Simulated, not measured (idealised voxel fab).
Process module under the name voxel wiring stack
FYI the section here is cut, 215 nm wide, cells are 5 nm squares.
Cross-section spec: square-cell grid; bands listed top down; each band is one or more rows.
It is stipulated that each band's entry specify, in nanometres, the height of the top of the band and then that of its bottom, followed by the materials of the band in left-to-right sequence, each together with its width in nanometres. A single material marked by the word "throughout" is understood to fill the band from edge to edge; the word "air" is understood to denote empty space.
Height datum 0, below which the as-received substrate wafer is one material. Lowest band open at the bottom, running downward: "z 0 and below".
Think of "30..40" as a width that walks from the first number to the second as you go down the band, top row to bottom row, taking equal-sized steps from row to row.
No cell of the cross-section changed in a step that is given as "stayed the same".
The entry titled "Sealed void list" provides the empty spaces that have no open way to the top, restricted to those of 8 cells or more. Each is presented as width x height at distance, the distance being measured from the left edge, with all three in nm.
Step line, after settings: the simulator's comment on this step.
A step line may carry the setting "overlay nm", which, for steps involving a mask, states the distance by which the mask lay to the right of its intended position; negative values denote displacement to the left.

### This section lists the process steps that were planned
- 1: RECEIVE [material Si]
- 2: CONFORMAL_DEP [material SiO2] [thk nm 10]
- 3: DIRECTIONAL_DEP [material TiN] [thk nm 5]
- 4: DIRECTIONAL_DEP [material Ru] [thk nm 15]
- 5: MASKED_ETCH [tone cover] [mask id METAL_1] [width nm 25] [pitch nm 50] [etch materials Ru] [depth nm 15] [overlay nm 0]
- 6: MASKED_ETCH [tone cover] [mask id METAL_1] [width nm 25] [pitch nm 50] [etch materials TiN] [depth nm 5] [overlay nm 0]
- 7: FILL_DEP [material lowk] [thk nm 5]
- 8: CMP [height nm 30]
- 9: CONFORMAL_DEP [material SiCN] [thk nm 5]
- 10: DIRECTIONAL_DEP [material SiO2] [thk nm 15]
- 11: PATTERN [tone open] [mask id PLUG_1] [material resist] [width nm 15] [thk nm 15] [overlay nm 0]
- 12: DIRECTIONAL_ETCH [etch materials SiO2] [depth nm 15]
- 13: DIRECTIONAL_ETCH [etch materials SiCN] [depth nm 5]
- 14: STRIP [etch materials resist]
- 15: EPI [material Ru] [thk nm 10]
- 16: EPI [material Ru] [thk nm 10]
- 17: DIRECTIONAL_DEP [material TiN] [thk nm 5]
- 18: DIRECTIONAL_DEP [material Ru] [thk nm 20]
- 19: DIRECTIONAL_DEP [material aC] [thk nm 15]
- 20: PATTERN [tone cover] [mask id METAL_2] [material resist] [width nm 25] [pitch nm 50] [thk nm 35] [overlay nm 0]
- 21: DIRECTIONAL_ETCH [etch materials aC] [depth nm 15]
- 22: STRIP [etch materials resist]
- 23: DIRECTIONAL_ETCH [etch materials Ru] [depth nm 20]
- 24: DIRECTIONAL_ETCH [etch materials TiN] [depth nm 5]
- 25: STRIP [etch materials aC]
- 26: CONFORMAL_DEP [material SiN] [thk nm 5]
- 27: FILL_DEP [material SiO2] [thk nm 5]
- 28: CMP [height nm 75]
- 29: CONFORMAL_DEP [material SiCN] [thk nm 5]
- 30: DIRECTIONAL_DEP [material lowk] [thk nm 10]
- 31: MASKED_ETCH [tone open] [mask id PLUG_2] [width nm 15] [pitch nm 50] [etch materials lowk] [depth nm 10] [overlay nm 0]
- 32: MASKED_ETCH [tone open] [mask id PLUG_2] [width nm 15] [pitch nm 50] [etch materials SiCN] [depth nm 5] [overlay nm 0]
- 33: CONFORMAL_DEP [material TiN] [thk nm 5]
- 34: FILL_DEP [material Ru] [thk nm 10]
- 35: CMP [height nm 90]
- 36: CONFORMAL_DEP [material SiCN] [thk nm 5]
- 37: DIRECTIONAL_DEP [material SiO2] [thk nm 20]
- 38: PATTERN [tone open] [mask id METAL_3] [material resist] [width nm 25] [pitch nm 50] [thk nm 15] [overlay nm 0]
- 39: DIRECTIONAL_ETCH [etch materials SiO2] [depth nm 20]
- 40: DIRECTIONAL_ETCH [etch materials SiCN] [depth nm 5]
- 41: STRIP [etch materials resist]
- 42: CONFORMAL_DEP [material TiN] [thk nm 5]
- 43: FILL_DEP [material W] [thk nm 10]
- 44: CMP [height nm 115]
- 45: EPI [material Ru] [thk nm 5]
- 46: FILL_DEP [material SiCN] [thk nm 5]
- 47: DIRECTIONAL_DEP [material lowk] [thk nm 30]
- 48: DIRECTIONAL_DEP [material aC] [thk nm 10]
- 49: PATTERN [tone open] [mask id METAL_4_HOLES] [material resist] [width nm 15] [thk nm 30] [overlay nm 0]
- 50: DIRECTIONAL_ETCH [etch materials aC] [depth nm 10]
- 51: STRIP [etch materials resist]
- 52: DIRECTIONAL_ETCH [etch materials lowk] [depth nm 30]
- 53: STRIP [etch materials aC]
- 54: DIRECTIONAL_DEP [material aC] [thk nm 10]
- 55: PATTERN [tone open] [mask id METAL_4] [material resist] [width nm 25] [pitch nm 50] [thk nm 25] [overlay nm 0]
- 56: DIRECTIONAL_ETCH [etch materials aC] [depth nm 10]
- 57: STRIP [etch materials resist]
- 58: DIRECTIONAL_ETCH [etch materials lowk] [depth nm 15]
- 59: DIRECTIONAL_ETCH [etch materials SiCN] [depth nm 5]
- 60: STRIP [etch materials aC]
- 61: CONFORMAL_DEP [material TiN] [thk nm 5]
- 62: FILL_DEP [material Cu] [thk nm 5]
- 63: CMP [height nm 155]
- 64: CONFORMAL_DEP [material SiN] [thk nm 5]

### As-received wafer cross-section (after step 1)
z 0 and below  Si throughout
Sealed void list: none

### As-planned run: cross-section of the first of two wafers at end of module
z 160 to 155  SiN throughout
z 155 to 145  70 of lowk  5 of TiN  15 of Cu  5 of TiN  25 of lowk  5 of TiN  15 of Cu  5 of TiN  70 of lowk
z 145 to 140  70 of lowk  5 of TiN  5 of Cu  15 of TiN  25 of lowk  25 of TiN  70 of lowk
z 140 to 125  70 of lowk  5 of TiN  5 of Cu  5 of TiN  130 of lowk
z 125 to 120  70 of SiCN  15 of TiN  130 of SiCN
z 120 to 115  65 of SiCN  35 of Ru  15 of SiCN  35 of Ru  65 of SiCN
z 115 to 95  70 of SiO2  5 of TiN  15 of W  5 of TiN  25 of SiO2  5 of TiN  15 of W  5 of TiN  70 of SiO2
z 95 to 90  70 of SiCN  25 of TiN  25 of SiCN  25 of TiN  70 of SiCN
z 90 to 80  70 of lowk  5 of TiN  5 of Ru  5 of TiN  35 of lowk  5 of TiN  5 of Ru  5 of TiN  80 of lowk
z 80 to 75  70 of SiCN  15 of TiN  35 of SiCN  15 of TiN  80 of SiCN
z 75 to 55  65 of SiO2  5 of SiN  25 of Ru  5 of SiN  15 of SiO2  5 of SiN  25 of Ru  5 of SiN  65 of SiO2
z 55 to 50  70 of SiN  25 of TiN  25 of SiN  25 of TiN  70 of SiN
z 50 to 35  70 of SiO2  15 of Ru  130 of SiO2
z 35 to 30  70 of SiCN  15 of Ru  130 of SiCN
z 30 to 15  70 of lowk  25 of Ru  25 of lowk  25 of Ru  70 of lowk
z 15 to 10  70 of lowk  25 of TiN  25 of lowk  25 of TiN  70 of lowk
z 10 to 0  SiO2 throughout
z 0 and below  Si throughout
Sealed void list: none

### Wafer two (of two), end-of-module cross-section: start = wafer one, plan = wafer one, one run mistake
z 160 to 155  SiN throughout
z 155 to 145  70 of lowk  5 of TiN  15 of Cu  5 of TiN  25 of lowk  5 of TiN  15 of Cu  5 of TiN  70 of lowk
z 145 to 140  70 of lowk  5 of TiN  5 of Cu  15 of TiN  25 of lowk  25 of TiN  70 of lowk
z 140 to 125  70 of lowk  5 of TiN  5 of Cu  5 of TiN  130 of lowk
z 125 to 120  70 of SiCN  15 of TiN  130 of SiCN
z 120 to 115  65 of SiCN  35 of Ru  15 of SiCN  35 of Ru  65 of SiCN
z 115 to 95  70 of SiO2  5 of TiN  15 of W  5 of TiN  25 of SiO2  5 of TiN  15 of W  5 of TiN  70 of SiO2
z 95 to 90  70 of SiCN  25 of TiN  25 of SiCN  25 of TiN  70 of SiCN
z 90 to 80  70 of lowk  5 of TiN  5 of Ru  5 of TiN  35 of lowk  5 of TiN  5 of Ru  5 of TiN  80 of lowk
z 80 to 75  70 of SiCN  15 of TiN  35 of SiCN  15 of TiN  80 of SiCN
z 75 to 55  65 of SiO2  5 of SiN  25 of Ru  5 of SiN  15 of SiO2  5 of SiN  25 of Ru  5 of SiN  65 of SiO2
z 55 to 50  70 of SiN  25 of TiN  25 of SiN  25 of TiN  70 of SiN
z 50 to 35  70 of SiO2  15 of Ru  130 of SiO2
z 35 to 30  70 of SiCN  15 of Ru  130 of SiCN
z 30 to 15  65 of lowk  35 of Ru  15 of lowk  35 of Ru  65 of lowk
z 15 to 10  65 of lowk  35 of TiN  15 of lowk  35 of TiN  65 of lowk
z 10 to 0  SiO2 throughout
z 0 and below  Si throughout
Sealed void list: none
What was done differently from what was planned? note that step 5 departed from the planned setting and was carried out as MASKED_ETCH [tone cover] [mask id METAL_1] [width nm 35] [pitch nm 50] [etch materials Ru] [depth nm 15] [overlay nm 0]
Once processing is complete, comparing cell counts shows that the second wafer has more or fewer of certain materials than the first: +12 Ru; +4 TiN; -16 lowk
